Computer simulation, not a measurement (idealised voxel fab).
Process module heading - voxel self aligned contacts
235 nm wide, 5 nm square cells: that's cross-section cut.
When this document writes out a cross-section, it uses a grid of square cells and lists it as bands, beginning at the top and moving down, with a band standing for one or more rows of cells. Within each band entry, the heights of the top and of the bottom of the band appear first, in that order and in nm; the materials of the band then follow from left to right, each with its corresponding width in nm. The designation "full width" on a single material indicates that it fills the band from edge to edge; the designation "empty" indicates empty space. It should be noted that heights are counted from 0, beneath which the wafer as supplied is of one material throughout, and that the lowest band possesses no lower boundary but continues downward, as written in "z 0 and below". Graded width ("30 to 40"): value in top row of band = first number; value in bottom row = second number; row-to-row change constant. "nothing got changed" after a step means that no cell of the cross-section changed. Basically, "Closed void inventory" tells you about the enclosed voids: empty spaces with no open way to the top, 8 cells or bigger, each written width x height at distance, where distance is from the left edge, all in nm. That trailing text on a step's line, after the settings, is the simulator's own remark on the step. "overlay nm" on a masked step: distance the mask lay right of its planned place, negative for left.
THE PROCESS STEPS THAT WERE PLANNED ARE LISTED BELOW
1: RECEIVE: material Si
2: CONFORMAL_DEP: material SiO2, thk nm 5
3: DIRECTIONAL_DEP: material polySi, thk nm 30
4: DIRECTIONAL_DEP: material SiN, thk nm 20
5: DIRECTIONAL_DEP: material aC, thk nm 15
6: PATTERN: tone cover, mask id GATE, material resist, width nm 25, pitch nm 60, thk nm 30, overlay nm 0
7: DIRECTIONAL_ETCH: etch materials aC, depth nm 15
8: STRIP: etch materials resist
9: DIRECTIONAL_ETCH: etch materials SiN, depth nm 20
10: DIRECTIONAL_ETCH: etch materials polySi, depth nm 30
11: STRIP: etch materials aC
12: CONFORMAL_DEP: material SiN, thk nm 10
13: DIRECTIONAL_ETCH: etch materials SiN, depth nm 10
14: FILL_DEP: material SiO2, thk nm 15
15: CMP: height nm 65
16: MASKED_ETCH: tone open, mask id CONTACT, width nm 45, pitch nm 60, etch materials SiO2, depth nm 65, overlay nm 0
17: CONFORMAL_DEP: material TiN, thk nm 5
18: FILL_DEP: material W, thk nm 5
19: CMP: height nm 65
20: CONFORMAL_DEP: material SiN, thk nm 5
CROSS-SECTION OF THE WAFER AS IT CAME TO US, I.E., ALREADY THROUGH STEP 1
    z 0 and below = Si full width
    Closed void inventory: none
WHAT THE WAFER LOOKS LIKE IN CROSS-SECTION AFTER THIS MODULE, WHEN IT STARTS AS SHOWN ABOVE AND FOLLOWS THE PLAN ABOVE BUT ONE MISTAKE IS MADE IN RUNNING IT
    z 70 to 65 = SiN full width
    z 65 to 55 = SiO2 (65); TiN (5 to 20); W (35 to 5); TiN (5 to 20); SiO2 (15); TiN (5 to 20); W (35 to 5); TiN (5 to 20); SiO2 (65)
    z 55 to 35 = SiO2 (35); SiN (45); TiN (5); W (5); TiN (5); SiN (45); TiN (5); W (5); TiN (5); SiN (45); SiO2 (35)
    z 35 to 20 = SiO2 (35); SiN (10); polySi (25); SiN (10); TiN (5); W (5); TiN (5); SiN (10); polySi (25); SiN (10); TiN (5); W (5); TiN (5); SiN (10); polySi (25); SiN (10); SiO2 (35)
    z 20 to 15 = SiO2 (35); SiN (10); polySi (25); SiN (10); TiN (15); SiN (10); polySi (25); SiN (10); TiN (15); SiN (10); polySi (25); SiN (10); SiO2 (35)
    z 15 to 5 = polySi full width
    z 5 to 0 = SiO2 full width
    z 0 and below = Si full width
    Closed void inventory: none
Short version of what went wrong: step 10 ran differently from the plan; actual operation with settings: DIRECTIONAL_ETCH: etch materials polySi, depth nm 20
